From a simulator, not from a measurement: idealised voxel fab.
The process module presented herein is designated voxel fin reveal.
For reference, the cross-section in this document is cut, with width 275 nm and square cells of 5 nm.
A cross-section is a grid of square cells, given in bands from the top down. A band is one or more rows of cells. A band entry consists of two parts. The first gives the height of the band's top and the height of its bottom, in nm. The rest lists the band's materials from left to right, each with its width in nm. A single material labelled with the word "everywhere" fills the band from edge to edge, and the word "blank" marks empty space. Height reference: 0 = level under which incoming wafer is all one material. Lowest band: no bottom, runs on downward, e.g. "z 0 and below". Width "30->40": first value at the band's top row of cells, second value at its bottom row, equal change from row to row. "remained the same", as given for a step, is the statement that not any cell of the cross-section underwent a change during that step. "Sealed voids" - sealed voids, min. 8 cells, no opening to top; format: width x height at distance (distance from left edge; nm throughout). What comes after the settings on a step's line is commentary from the simulator itself on that step. The optional step-line setting "overlay nm" applies to steps with a mask and quantifies how far to the right of its planned location the mask lay, a negative value indicating leftward placement.
Steps in the process plan
1. RECEIVE | material Si
2. CONFORMAL_DEP | material SiN | thk nm 5
3. PATTERN | tone cover | mask id FINS | material resist | width nm 15 | pitch nm 35 | thk nm 15 | overlay nm -15
4. DIRECTIONAL_ETCH | etch materials SiN | depth nm 5
5. DIRECTIONAL_ETCH | etch materials Si | depth nm 40
6. STRIP | etch materials resist
7. FILL_DEP | material SiO2 | thk nm 10
8. CMP | height nm 5
9. SELECTIVE_ETCH | etch materials SiO2 | depth nm 25
10. STRIP | etch materials SiN
11. CONFORMAL_DEP | material HfO2 | thk nm 5
Every wafer here starts from the same state; it is the step 3 overlay nm that distinguishes them, and the value the plan gives belongs to the first wafer.
first wafer as received, after step 1
* z 0 and below = Si everywhere
* Sealed voids: none
Take a look at the first of several wafers in cross-section: the module is done, and step 11 was its last step
* z 5 to 0 = blank 55 / HfO2 25 / blank 10 / HfO2 25 / blank 10 / HfO2 25 / blank 10 / HfO2 25 / blank 90
* z 0 to -15 = blank 55 / HfO2 5 / Si 15 / HfO2 5 / blank 10 / HfO2 5 / Si 15 / HfO2 5 / blank 10 / HfO2 5 / Si 15 / HfO2 5 / blank 10 / HfO2 5 / Si 15 / HfO2 5 / blank 90
* z -15 to -20 = HfO2 60 / Si 15 / HfO2 20 / Si 15 / HfO2 20 / Si 15 / HfO2 20 / Si 15 / HfO2 95
* z -20 to -40 = SiO2 60 / Si 15 / SiO2 20 / Si 15 / SiO2 20 / Si 15 / SiO2 20 / Si 15 / SiO2 95
* z -40 and below = Si everywhere
* Sealed voids: none
Here we cross-sectioned the last of the wafers once the module was done
* z 5 to 0 = blank 85 / HfO2 25 / blank 10 / HfO2 25 / blank 10 / HfO2 25 / blank 10 / HfO2 25 / blank 60
* z 0 to -15 = blank 85 / HfO2 5 / Si 15 / HfO2 5 / blank 10 / HfO2 5 / Si 15 / HfO2 5 / blank 10 / HfO2 5 / Si 15 / HfO2 5 / blank 10 / HfO2 5 / Si 15 / HfO2 5 / blank 60
* z -15 to -20 = HfO2 90 / Si 15 / HfO2 20 / Si 15 / HfO2 20 / Si 15 / HfO2 20 / Si 15 / HfO2 65
* z -20 to -40 = SiO2 90 / Si 15 / SiO2 20 / Si 15 / SiO2 20 / Si 15 / SiO2 20 / Si 15 / SiO2 65
* z -40 and below = Si everywhere
* Sealed voids: none
Note: the following table is arranged by wafer, a row apiece. Each row reports the end-of-module state: per material, cells gained (+) or cells lost (-) compared with the wafer as received; closed voids follow
overlay nm -15 | +87 HfO2 | -344 Si | +172 SiO2 | Sealed voids: none
overlay nm -10 | +87 HfO2 | -344 Si | +172 SiO2 | Sealed voids: none
overlay nm -5 | +87 HfO2 | -344 Si | +172 SiO2 | Sealed voids: none
overlay nm 0 | +87 HfO2 | -344 Si | +172 SiO2 | Sealed voids: none
overlay nm 5 | +87 HfO2 | -344 Si | +172 SiO2 | Sealed voids: none
overlay nm 10 | +87 HfO2 | -344 Si | +172 SiO2 | Sealed voids: none
overlay nm 15 | +87 HfO2 | -344 Si | +172 SiO2 | Sealed voids: none
